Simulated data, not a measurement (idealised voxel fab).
process module | voxel capacitor over wiring
cross-section cut | 190 nm wide | cells 5 nm
A cross-section is a grid of square cells, given in bands from the top down. A band is one or more rows of cells.
Each band's line starts with the height of the band's top and of its bottom, in nm. Then come its materials from left to right, each with its width in nm. One material with "throughout" fills the band from edge to edge. "air" is empty space.
Height 0 is the level under which the wafer as received is all one material. The lowest band goes on downwards, as in "0 down".
A width such as "30 to 40" changes by the same amount from each row of cells to the next, from the band's top row to its bottom row.
"no change" after a step means that no cell of the cross-section changed.
closed voids: empty space of 8 cells or more with no open way to the top, each as width x height at its distance from the left edge, in nm
after a step's settings: what the simulator itself notes on the step
overlay nm, on a step with a mask: how far to the right of its planned place the mask lay; to the left if negative
plan
1 op RECEIVE | material Si
2 op CONFORMAL_DEP | material SiO2 | thk nm 10
3 op DIRECTIONAL_DEP | material TiN | thk nm 5
4 op DIRECTIONAL_DEP | material W | thk nm 25
5 op DIRECTIONAL_DEP | material aC | thk nm 10
6 op PATTERN | tone cover | mask id METAL_1 | material resist | width nm 20 | pitch nm 75 | thk nm 30 | overlay nm 0
7 op DIRECTIONAL_ETCH | etch materials aC | depth nm 10
8 op STRIP | etch materials resist
9 op DIRECTIONAL_ETCH | etch materials W | depth nm 25
10 op DIRECTIONAL_ETCH | etch materials TiN | depth nm 5
11 op STRIP | etch materials aC
12 op FILL_DEP | material lowk | thk nm 10
13 op CMP | height nm 40
14 op CONFORMAL_DEP | material SiCN | thk nm 5
15 op DIRECTIONAL_DEP | material lowk | thk nm 15
16 op MASKED_ETCH | tone open | mask id PLUG_1 | width nm 15 | etch materials lowk | depth nm 15 | overlay nm 0
17 op MASKED_ETCH | tone open | mask id PLUG_1 | width nm 15 | etch materials SiCN | depth nm 5 | overlay nm 0
18 op CONFORMAL_DEP | material TiN | thk nm 5
19 op FILL_DEP | material Cu | thk nm 5
20 op CMP | height nm 60
21 op DIRECTIONAL_DEP | material TiN | thk nm 10
22 op DIRECTIONAL_DEP | material SiN | thk nm 5
23 op DIRECTIONAL_DEP | material TiN | thk nm 10
24 op PATTERN | tone cover | mask id UPPER_PLATE | material resist | width nm 60 | thk nm 15 | overlay nm 0
25 op DIRECTIONAL_ETCH | etch materials TiN | depth nm 10
26 op DIRECTIONAL_ETCH | etch materials SiN | depth nm 5
27 op STRIP | etch materials resist
28 op PATTERN | tone cover | mask id LOWER_PLATE | material resist | width nm 70 | thk nm 15 | overlay nm 0
29 op DIRECTIONAL_ETCH | etch materials TiN | depth nm 10
30 op STRIP | etch materials resist
31 op FILL_DEP | material SiO2 | thk nm 20
32 op CMP | height nm 100
33 op MASKED_ETCH | tone open | mask id PLUG_2 | width nm 15 | etch materials SiO2 | depth nm 15 | overlay nm 0
34 op CONFORMAL_DEP | material TiN | thk nm 5
35 op FILL_DEP | material Cu | thk nm 10
36 op CMP | height nm 100
37 op CONFORMAL_DEP | material SiCN | thk nm 5
as received, after step 1
  0 down: Si throughout
  closed voids: none
first wafer at the end, as planned
  105 to 100: SiCN throughout
  100 to 90: SiO2 60 | TiN 5 | Cu 5 | TiN 5 | SiO2 115
  90 to 85: SiO2 60 | TiN 15 | SiO2 115
  85 to 75: SiO2 50 | TiN 60 | SiO2 80
  75 to 70: SiO2 50 | SiN 60 | SiO2 80
  70 to 60: SiO2 45 | TiN 70 | SiO2 75
  60 to 45: lowk 50 | TiN 5 | Cu 5 | TiN 5 | lowk 125
  45 to 40: SiCN 50 | TiN 15 | SiCN 125
  40 to 15: lowk 45 | W 20 | lowk 55 | W 20 | lowk 50
  15 to 10: lowk 45 | TiN 20 | lowk 55 | TiN 20 | lowk 50
  10 to 0: SiO2 throughout
  0 down: Si throughout
  closed voids: none
second wafer at the end: like start, like plan, one mistake
  105 to 100: SiCN throughout
  100 to 90: SiO2 60 | TiN 5 | Cu 5 | TiN 5 | SiO2 115
  90 to 85: SiO2 60 | TiN 15 | SiO2 115
  85 to 75: SiO2 50 | TiN 60 | SiO2 80
  75 to 70: SiO2 50 | SiN 60 | SiO2 80
  70 to 60: SiO2 45 | TiN 70 | SiO2 75
  60 to 45: lowk 50 | TiN 5 | Cu 5 | TiN 5 | lowk 125
  45 to 40: SiCN 50 | TiN 15 | SiCN 125
  40 to 15: W 45 | lowk 20 | W 55 | lowk 20 | W 50
  15 to 10: TiN 45 | lowk 20 | TiN 55 | lowk 20 | TiN 50
  10 to 0: SiO2 throughout
  0 down: Si throughout
  closed voids: none
what went wrong: step 6 ran as: op PATTERN | tone open | mask id METAL_1 | material resist | width nm 20 | pitch nm 75 | thk nm 30 | overlay nm 0
at the end the second wafer has, in cells: 22 more of TiN | 110 more of W | 132 fewer of lowk
